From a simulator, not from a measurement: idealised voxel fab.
Herein follows the process module entitled voxel wiring stack.
For reference, the cross-section in this document is cut, with width 290 nm and square cells of 5 nm.
Each cross-section below is a grid of square cells, stated as bands in top-down order, with one or more rows of cells making up each band. Each band's line starts with the height of the band's top and of its bottom, in nm. Then come its materials from left to right, each with its width in nm. One material with "everywhere" fills the band from edge to edge. "air" is empty space. Height reference: 0 = level under which incoming wafer is all one material. Lowest band: no bottom, runs on downward, e.g. "0 and below". You'd read "30 to 40" like this: the band's top row of cells is as wide as the first number, its bottom row is as wide as the second, and going down, every row changes width by the same amount as the row before did. Take "nothing changed" at face value: in the step it is given for, the cross-section changed in none of its cells. Look at "Sealed internal cavities" for the closed voids: empty spaces with no open path to the top, sized 8 cells or up. Each is width x height at distance, distance from the left edge, all nm. after a step's settings: what the simulator itself notes on the step. "overlay nm" on a masked step: distance the mask lay right of its planned place, negative for left.

## The following list gives the planned process steps
1) RECEIVE [material Si]
2) CONFORMAL_DEP [material SiO2] [thk nm 15]
3) CONFORMAL_DEP [material SiN] [thk nm 5]
4) DIRECTIONAL_DEP [material SiO2] [thk nm 15]
5) PATTERN [tone open] [mask id METAL_1] [material resist] [width nm 20] [pitch nm 50] [thk nm 20] [overlay nm 0]
6) DIRECTIONAL_ETCH [etch materials SiO2] [depth nm 15]
7) DIRECTIONAL_ETCH [etch materials SiN] [depth nm 5]
8) STRIP [etch materials resist]
9) CONFORMAL_DEP [material TiN] [thk nm 5]
10) FILL_DEP [material Cu] [thk nm 5]
11) CMP [height nm 35]
12) CONFORMAL_DEP [material SiCN] [thk nm 5]
13) DIRECTIONAL_DEP [material SiO2] [thk nm 25]
14) DIRECTIONAL_DEP [material aC] [thk nm 15]
15) PATTERN [tone open] [mask id METAL_2_HOLES] [material resist] [width nm 15] [pitch nm 100] [thk nm 35] [overlay nm 0]
16) DIRECTIONAL_ETCH [etch materials aC] [depth nm 15]
17) STRIP [etch materials resist]
18) DIRECTIONAL_ETCH [etch materials SiO2] [depth nm 25]
19) STRIP [etch materials aC]
20) PATTERN [tone open] [mask id METAL_2] [material resist] [width nm 20] [pitch nm 50] [thk nm 15] [overlay nm 0]
21) DIRECTIONAL_ETCH [etch materials SiO2] [depth nm 15]
22) DIRECTIONAL_ETCH [etch materials SiCN] [depth nm 5]
23) STRIP [etch materials resist]
24) CONFORMAL_DEP [material TiN] [thk nm 5]
25) FILL_DEP [material Ru] [thk nm 10]
26) CMP [height nm 65]
27) CONFORMAL_DEP [material SiCN] [thk nm 5]
28) DIRECTIONAL_DEP [material lowk] [thk nm 30]
29) PATTERN [tone open] [mask id METAL_3_HOLES] [material resist] [width nm 15] [pitch nm 100] [thk nm 20] [overlay nm 0]
30) DIRECTIONAL_ETCH [etch materials lowk] [depth nm 30]
31) STRIP [etch materials resist]
32) MASKED_ETCH [tone open] [mask id METAL_3] [width nm 20] [pitch nm 50] [etch materials lowk] [depth nm 20] [overlay nm 0]
33) MASKED_ETCH [tone open] [mask id METAL_3] [width nm 20] [pitch nm 50] [etch materials SiCN] [depth nm 5] [overlay nm 0]
34) CONFORMAL_DEP [material TiN] [thk nm 5]
35) FILL_DEP [material Ru] [thk nm 10]
36) CMP [height nm 100]
37) CONFORMAL_DEP [material SiCN] [thk nm 5]
38) DIRECTIONAL_DEP [material lowk] [thk nm 10]
39) MASKED_ETCH [tone open] [mask id PLUG_3] [width nm 15] [pitch nm 50] [etch materials lowk] [depth nm 10] [overlay nm 0]
40) MASKED_ETCH [tone open] [mask id PLUG_3] [width nm 15] [pitch nm 50] [etch materials SiCN] [depth nm 5] [overlay nm 0]
41) EPI [material Ru] [thk nm 10]
42) EPI [material Ru] [thk nm 5]
43) CONFORMAL_DEP [material SiN] [thk nm 5]
44) DIRECTIONAL_DEP [material lowk] [thk nm 15]
45) DIRECTIONAL_DEP [material aC] [thk nm 15]
46) PATTERN [tone open] [mask id METAL_4] [material resist] [width nm 20] [pitch nm 50] [thk nm 35] [overlay nm 0]
47) DIRECTIONAL_ETCH [etch materials aC] [depth nm 15]
48) STRIP [etch materials resist]
49) DIRECTIONAL_ETCH [etch materials lowk] [depth nm 15]
50) DIRECTIONAL_ETCH [etch materials SiN] [depth nm 5]
51) STRIP [etch materials aC]
52) CONFORMAL_DEP [material TiN] [thk nm 5]
53) FILL_DEP [material Ru] [thk nm 5]
54) CMP [height nm 135]
55) EPI [material Ru] [thk nm 5]
56) FILL_DEP [material SiCN] [thk nm 5]

## So this is the incoming wafer in cross-section - it's already been through step 1
    0 and below = Si everywhere
    Sealed internal cavities: none

## Cross-section, end of module. Start: as above. Plan: as above. Execution: one mistake
    145 down to 140 = SiCN everywhere
    140 down to 135 = 80 SiCN; 30 Ru; 20 SiCN; 30 Ru; 20 SiCN; 30 Ru; 80 SiCN
    135 down to 120 = 85 lowk; 5 TiN; 10 Ru; 5 TiN; 30 lowk; 5 TiN; 10 Ru; 5 TiN; 30 lowk; 5 TiN; 10 Ru; 5 TiN; 85 lowk
    120 down to 115 = 85 SiN; 20 TiN; 30 SiN; 20 TiN; 30 SiN; 20 TiN; 85 SiN
    115 down to 105 = 85 lowk; 15 Ru; 35 lowk; 5 SiN; 5 TiN; 5 SiN; 35 lowk; 15 Ru; 90 lowk
    105 down to 100 = 85 SiCN; 15 Ru; 35 SiCN; 5 SiN; 5 TiN; 5 SiN; 35 SiCN; 15 Ru; 90 SiCN
    100 down to 85 = 85 lowk; 5 TiN; 5 Ru; 5 TiN; 85 lowk; 5 TiN; 5 Ru; 5 TiN; 90 lowk
    85 down to 80 = 85 lowk; 15 TiN; 85 lowk; 15 TiN; 90 lowk
    80 down to 70 = lowk everywhere
    70 down to 65 = SiCN everywhere
    65 down to 55 = 85 SiO2; 5 TiN; 10 Ru; 5 TiN; 30 SiO2; 5 TiN; 10 Ru; 5 TiN; 30 SiO2; 5 TiN; 10 Ru; 5 TiN; 85 SiO2
    55 down to 50 = 85 SiO2; 5 TiN; 5 Ru; 10 TiN; 30 SiO2; 20 TiN; 30 SiO2; 5 TiN; 5 Ru; 10 TiN; 85 SiO2
    50 down to 40 = 85 SiO2; 5 TiN; 5 Ru; 5 TiN; 85 SiO2; 5 TiN; 5 Ru; 5 TiN; 90 SiO2
    40 down to 35 = 85 SiCN; 15 TiN; 85 SiCN; 15 TiN; 90 SiCN
    35 down to 20 = 85 SiO2; 5 TiN; 10 Cu; 5 TiN; 30 SiO2; 5 TiN; 10 Cu; 5 TiN; 30 SiO2; 5 TiN; 10 Cu; 5 TiN; 85 SiO2
    20 down to 15 = 85 SiN; 20 TiN; 30 SiN; 20 TiN; 30 SiN; 20 TiN; 85 SiN
    15 down to 0 = SiO2 everywhere
    0 and below = Si everywhere
    Sealed internal cavities: none
Short version of what went wrong: plan step 28 was twice executed
